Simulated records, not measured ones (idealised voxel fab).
process module | voxel double patterning
cross-section cut | 240 nm wide | cells 5 nm
A cross-section is a grid of square cells, given in bands from the top down. A band is one or more rows of cells.
Each band's line starts with the height of the band's top and of its bottom, in nm. Then come its materials from left to right, each with its width in nm. One material with "throughout" fills the band from edge to edge. "air" is empty space.
Height 0 is the level under which the wafer as received is all one material. The lowest band goes on downwards, as in "0 down".
A width such as "30 to 40" changes by the same amount from each row of cells to the next, from the band's top row to its bottom row.
"no change" after a step means that no cell of the cross-section changed.
closed voids: empty space of 8 cells or more with no open way to the top, each as width x height at its distance from the left edge, in nm
after a step's settings: what the simulator itself notes on the step
overlay nm, on a step with a mask: how far to the right of its planned place the mask lay; to the left if negative
plan
1 op RECEIVE | material Si
2 op CONFORMAL_DEP | material SiO2 | thk nm 5
3 op DIRECTIONAL_DEP | material TiN | thk nm 20
4 op DIRECTIONAL_DEP | material SiCN | thk nm 10
5 op DIRECTIONAL_DEP | material aC | thk nm 10
6 op PATTERN | tone open | mask id FIRST | material resist | width nm 15 | pitch nm 50 | thk nm 25 | overlay nm 0
7 op DIRECTIONAL_ETCH | etch materials aC | depth nm 10
8 op STRIP | etch materials resist
9 op DIRECTIONAL_ETCH | etch materials SiCN | depth nm 10
10 op STRIP | etch materials aC
11 op PATTERN | tone open | mask id SECOND | material resist | width nm 15 | pitch nm 50 | thk nm 20 | overlay nm 0
12 op DIRECTIONAL_ETCH | etch materials SiCN | depth nm 10
13 op STRIP | etch materials resist
14 op DIRECTIONAL_ETCH | etch materials TiN | depth nm 20
15 op STRIP | etch materials SiCN
first wafer, as planned
as received, after step 1
  0 down: Si throughout
  closed voids: none
after step 2
  5 to 0: SiO2 throughout
  below 0: unchanged
after step 3
  25 to 5: TiN throughout
  below 5: unchanged
after step 4
  35 to 25: SiCN throughout
  below 25: unchanged
after step 5
  45 to 35: aC throughout
  below 35: unchanged
after step 6
  70 to 45: resist 60 | air 15 | resist 35 | air 15 | resist 35 | air 15 | resist 65
  below 45: unchanged
after step 7
  60 to 45: resist 60 | air 15 | resist 35 | air 15 | resist 35 | air 15 | resist 65
  45 to 35: aC 60 | air 15 | aC 35 | air 15 | aC 35 | air 15 | aC 65
  below 35: unchanged
after step 8
  45 to 35: aC 60 | air 15 | aC 35 | air 15 | aC 35 | air 15 | aC 65
  below 35: unchanged
after step 9
  45 to 35: aC 60 | air 15 | aC 35 | air 15 | aC 35 | air 15 | aC 65
  35 to 25: SiCN 60 | air 15 | SiCN 35 | air 15 | SiCN 35 | air 15 | SiCN 65
  below 25: unchanged
after step 10
  35 to 25: SiCN 60 | air 15 | SiCN 35 | air 15 | SiCN 35 | air 15 | SiCN 65
  below 25: unchanged
after step 11
  55 to 35: resist 85 | air 15 | resist 35 | air 15 | resist 90
  35 to 25: SiCN 60 | resist 15 | SiCN 35 | resist 15 | SiCN 35 | resist 15 | SiCN 65
  below 25: unchanged
after step 12
  55 to 35: resist 85 | air 15 | resist 35 | air 15 | resist 90
  35 to 25: SiCN 60 | resist 15 | SiCN 10 | air 15 | SiCN 10 | resist 15 | SiCN 10 | air 15 | SiCN 10 | resist 15 | SiCN 65
  below 25: unchanged
after step 13
  35 to 25: SiCN 60 | air 15 | SiCN 10 | air 15 | SiCN 10 | air 15 | SiCN 10 | air 15 | SiCN 10 | air 15 | SiCN 65
  below 25: unchanged
after step 14
  35 to 25: SiCN 60 | air 15 | SiCN 10 | air 15 | SiCN 10 | air 15 | SiCN 10 | air 15 | SiCN 10 | air 15 | SiCN 65
  25 to 5: TiN 60 | air 15 | TiN 10 | air 15 | TiN 10 | air 15 | TiN 10 | air 15 | TiN 10 | air 15 | TiN 65
  below 5: unchanged
after step 15
  25 to 5: TiN 60 | air 15 | TiN 10 | air 15 | TiN 10 | air 15 | TiN 10 | air 15 | TiN 10 | air 15 | TiN 65
  below 5: unchanged
second wafer: like start, like plan, one mistake. Through step 1 it matches the first wafer
when step 2 should have ended
  20 to 0: TiN throughout
  below 0: unchanged
when step 3 should have ended
  25 to 20: SiO2 throughout
  below 20: unchanged
when step 4 should have ended
  35 to 25: SiCN throughout
  below 25: unchanged
when step 5 should have ended
  45 to 35: aC throughout
  below 35: unchanged
when step 6 should have ended
  70 to 45: resist 60 | air 15 | resist 35 | air 15 | resist 35 | air 15 | resist 65
  below 45: unchanged
when step 7 should have ended
  60 to 45: resist 60 | air 15 | resist 35 | air 15 | resist 35 | air 15 | resist 65
  45 to 35: aC 60 | air 15 | aC 35 | air 15 | aC 35 | air 15 | aC 65
  below 35: unchanged
when step 8 should have ended
  45 to 35: aC 60 | air 15 | aC 35 | air 15 | aC 35 | air 15 | aC 65
  below 35: unchanged
when step 9 should have ended
  45 to 35: aC 60 | air 15 | aC 35 | air 15 | aC 35 | air 15 | aC 65
  35 to 25: SiCN 60 | air 15 | SiCN 35 | air 15 | SiCN 35 | air 15 | SiCN 65
  below 25: unchanged
when step 10 should have ended
  35 to 25: SiCN 60 | air 15 | SiCN 35 | air 15 | SiCN 35 | air 15 | SiCN 65
  below 25: unchanged
when step 11 should have ended
  55 to 35: resist 85 | air 15 | resist 35 | air 15 | resist 90
  35 to 25: SiCN 60 | resist 15 | SiCN 35 | resist 15 | SiCN 35 | resist 15 | SiCN 65
  below 25: unchanged
when step 12 should have ended
  55 to 35: resist 85 | air 15 | resist 35 | air 15 | resist 90
  35 to 25: SiCN 60 | resist 15 | SiCN 10 | air 15 | SiCN 10 | resist 15 | SiCN 10 | air 15 | SiCN 10 | resist 15 | SiCN 65
  below 25: unchanged
when step 13 should have ended
  35 to 25: SiCN 60 | air 15 | SiCN 10 | air 15 | SiCN 10 | air 15 | SiCN 10 | air 15 | SiCN 10 | air 15 | SiCN 65
  below 25: unchanged
when step 14 should have ended: no change
when step 15 should have ended
  25 to 20: SiO2 throughout
  below 20: unchanged
what went wrong: steps 2 and 3 were swapped
at the end the second wafer has, in cells: 60 more of TiN
